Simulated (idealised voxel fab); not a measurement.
The following process module bears the name voxel tone inversion.
The cross-section on display is named cut; it measures 155 nm wide, and its cells are 5 nm squares.
We lay out every cross-section as a grid of square cells and spell it out in bands from the top down, where one band means one or more rows of cells.
For a band, the entry starts with two heights in nm, that of the top and then that of the bottom, and carries on with the band's materials in order from left to right, each alongside its width in nm; the word "throughout" beside a single material means it fills the band edge to edge, and "blank" means empty space.
Height datum 0, below which the as-received substrate wafer is one material. Lowest band open at the bottom, running downward: "z 0 and below".
The expression "30->40" gives the width at the extremes of the band, the first number at its top row of cells and the second at its bottom row, with the width changing by equal amounts from each row to the next in between.
It should be understood that the words "nothing changed", when stated for a given step, signify that the cross-section underwent no change in any of its cells during that step.
Look at "Unvented cavities" for the closed voids: empty spaces with no open path to the top, sized 8 cells or up. Each is width x height at distance, distance from the left edge, all nm.
Post-settings text on a step line: simulator's own remark regarding the step.
"overlay nm" denotes, for a step that has a mask, the displacement of the mask to the right of its planned place, with negative values corresponding to the left.

# Steps planned for the process
- 1: RECEIVE | material Si
- 2: CONFORMAL_DEP | material SiN | thk nm 5
- 3: DIRECTIONAL_DEP | material polySi | thk nm 25
- 4: PATTERN | tone cover | mask id POSTS | material resist | width nm 25 | pitch nm 50 | thk nm 35 | overlay nm 0
- 5: DIRECTIONAL_ETCH | etch materials polySi | depth nm 25
- 6: STRIP | etch materials resist
- 7: FILL_DEP | material lowk | thk nm 5
- 8: CMP | height nm 30
- 9: STRIP | etch materials polySi
- 10: CONFORMAL_DEP | material TiN | thk nm 5
- 11: FILL_DEP | material Ru | thk nm 10
- 12: CMP | height nm 30
- 13: CONFORMAL_DEP | material SiN | thk nm 5

# Run as planned: first of two wafers

# Cross-section of the wafer upon arrival, representing the state reached after step 1
	z 0 and below: Si throughout
	Unvented cavities: none

# Presented here is a cross-section of the wafer after step 2 has been performed
	z 5 to 0: SiN throughout
	Everything under 0 stays put, no change at all.

# Presented here is a cross-section of the wafer after step 3 has been performed
	z 30 to 5: polySi throughout
	Everything under 5 stays put, no change at all.

# Presented here is a cross-section of the wafer after step 4 has been performed
	z 65 to 30: blank 15 nm; resist 25 nm; blank 25 nm; resist 25 nm; blank 25 nm; resist 25 nm; blank 15 nm
	Everything under 30 stays put, no change at all.

# Presented here is a cross-section of the wafer after step 5 has been performed
	z 65 to 30: blank 15 nm; resist 25 nm; blank 25 nm; resist 25 nm; blank 25 nm; resist 25 nm; blank 15 nm
	z 30 to 5: blank 15 nm; polySi 25 nm; blank 25 nm; polySi 25 nm; blank 25 nm; polySi 25 nm; blank 15 nm
	Everything under 5 stays put, no change at all.

# Presented here is a cross-section of the wafer after step 6 has been performed
	z 30 to 5: blank 15 nm; polySi 25 nm; blank 25 nm; polySi 25 nm; blank 25 nm; polySi 25 nm; blank 15 nm
	Everything under 5 stays put, no change at all.

# Presented here is a cross-section of the wafer after step 7 has been performed
	z 35 to 30: lowk throughout
	z 30 to 5: lowk 15 nm; polySi 25 nm; lowk 25 nm; polySi 25 nm; lowk 25 nm; polySi 25 nm; lowk 15 nm
	Everything under 5 stays put, no change at all.

# Presented here is a cross-section of the wafer after step 8 has been performed
	z 30 to 5: lowk 15 nm; polySi 25 nm; lowk 25 nm; polySi 25 nm; lowk 25 nm; polySi 25 nm; lowk 15 nm
	Everything under 5 stays put, no change at all.

# Presented here is a cross-section of the wafer after step 9 has been performed
	z 30 to 5: lowk 15 nm; blank 25 nm; lowk 25 nm; blank 25 nm; lowk 25 nm; blank 25 nm; lowk 15 nm
	Everything under 5 stays put, no change at all.

# Presented here is a cross-section of the wafer after step 10 has been performed
	z 35 to 30: TiN 20 nm; blank 15 nm; TiN 35 nm; blank 15 nm; TiN 35 nm; blank 15 nm; TiN 20 nm
	z 30 to 10: lowk 15 nm; TiN 5 nm; blank 15 nm; TiN 5 nm; lowk 25 nm; TiN 5 nm; blank 15 nm; TiN 5 nm; lowk 25 nm; TiN 5 nm; blank 15 nm; TiN 5 nm; lowk 15 nm
	z 10 to 5: lowk 15 nm; TiN 25 nm; lowk 25 nm; TiN 25 nm; lowk 25 nm; TiN 25 nm; lowk 15 nm
	Everything under 5 stays put, no change at all.

# Presented here is a cross-section of the wafer after step 11 has been performed
	z 45 to 35: Ru throughout
	z 35 to 30: TiN 20 nm; Ru 15 nm; TiN 35 nm; Ru 15 nm; TiN 35 nm; Ru 15 nm; TiN 20 nm
	z 30 to 10: lowk 15 nm; TiN 5 nm; Ru 15 nm; TiN 5 nm; lowk 25 nm; TiN 5 nm; Ru 15 nm; TiN 5 nm; lowk 25 nm; TiN 5 nm; Ru 15 nm; TiN 5 nm; lowk 15 nm
	Everything under 10 stays put, no change at all.

# Presented here is a cross-section of the wafer after step 12 has been performed
	z 30 to 10: lowk 15 nm; TiN 5 nm; Ru 15 nm; TiN 5 nm; lowk 25 nm; TiN 5 nm; Ru 15 nm; TiN 5 nm; lowk 25 nm; TiN 5 nm; Ru 15 nm; TiN 5 nm; lowk 15 nm
	Everything under 10 stays put, no change at all.

# Presented here is a cross-section of the wafer after step 13 has been performed
	z 35 to 30: SiN throughout
	Everything under 30 stays put, no change at all.

# Here the second wafer is described. Its start and its plan were those of the first wafer. Its run contained one mistake. Up to and including step 3, it did exactly what the first wafer did

# Second wafer: cross-section at the scheduled end of step 4
	z 65 to 30: blank 20 nm; resist 20 nm; blank 30 nm; resist 20 nm; blank 30 nm; resist 20 nm; blank 15 nm
	Everything under 30 stays put, no change at all.

# Second wafer: cross-section at the scheduled end of step 5
	z 65 to 30: blank 20 nm; resist 20 nm; blank 30 nm; resist 20 nm; blank 30 nm; resist 20 nm; blank 15 nm
	z 30 to 5: blank 20 nm; polySi 20 nm; blank 30 nm; polySi 20 nm; blank 30 nm; polySi 20 nm; blank 15 nm
	Everything under 5 stays put, no change at all.

# Second wafer: cross-section at the scheduled end of step 6
	z 30 to 5: blank 20 nm; polySi 20 nm; blank 30 nm; polySi 20 nm; blank 30 nm; polySi 20 nm; blank 15 nm
	Everything under 5 stays put, no change at all.

# Second wafer: cross-section at the scheduled end of step 7
	z 35 to 30: lowk throughout
	z 30 to 5: lowk 20 nm; polySi 20 nm; lowk 30 nm; polySi 20 nm; lowk 30 nm; polySi 20 nm; lowk 15 nm
	Everything under 5 stays put, no change at all.

# Second wafer: cross-section at the scheduled end of step 8
	z 30 to 5: lowk 20 nm; polySi 20 nm; lowk 30 nm; polySi 20 nm; lowk 30 nm; polySi 20 nm; lowk 15 nm
	Everything under 5 stays put, no change at all.

# Second wafer: cross-section at the scheduled end of step 9
	z 30 to 5: lowk 20 nm; blank 20 nm; lowk 30 nm; blank 20 nm; lowk 30 nm; blank 20 nm; lowk 15 nm
	Everything under 5 stays put, no change at all.

# Second wafer: cross-section at the scheduled end of step 10
	z 35 to 30: TiN 25 nm; blank 10 nm; TiN 40 nm; blank 10 nm; TiN 40 nm; blank 10 nm; TiN 20 nm
	z 30 to 10: lowk 20 nm; TiN 5 nm; blank 10 nm; TiN 5 nm; lowk 30 nm; TiN 5 nm; blank 10 nm; TiN 5 nm; lowk 30 nm; TiN 5 nm; blank 10 nm; TiN 5 nm; lowk 15 nm
	z 10 to 5: lowk 20 nm; TiN 20 nm; lowk 30 nm; TiN 20 nm; lowk 30 nm; TiN 20 nm; lowk 15 nm
	Everything under 5 stays put, no change at all.

# Second wafer: cross-section at the scheduled end of step 11
	z 45 to 35: Ru throughout
	z 35 to 30: TiN 25 nm; Ru 10 nm; TiN 40 nm; Ru 10 nm; TiN 40 nm; Ru 10 nm; TiN 20 nm
	z 30 to 10: lowk 20 nm; TiN 5 nm; Ru 10 nm; TiN 5 nm; lowk 30 nm; TiN 5 nm; Ru 10 nm; TiN 5 nm; lowk 30 nm; TiN 5 nm; Ru 10 nm; TiN 5 nm; lowk 15 nm
	Everything under 10 stays put, no change at all.

# Second wafer: cross-section at the scheduled end of step 12
	z 30 to 10: lowk 20 nm; TiN 5 nm; Ru 10 nm; TiN 5 nm; lowk 30 nm; TiN 5 nm; Ru 10 nm; TiN 5 nm; lowk 30 nm; TiN 5 nm; Ru 10 nm; TiN 5 nm; lowk 15 nm
	Everything under 10 stays put, no change at all.

# Second wafer: cross-section at the scheduled end of step 13
	z 35 to 30: SiN throughout
	Everything under 30 stays put, no change at all.
Where did the run depart from the plan? it should be noted that step 4 was executed with settings other than those planned, the operation and settings actually applied being PATTERN | tone cover | mask id POSTS | material resist | width nm 20 | pitch nm 50 | thk nm 35 | overlay nm 0
Final comparison by cell count, materials where the second wafer has more or fewer than the first: 12 fewer of Ru, 3 fewer of TiN, 15 more of lowk
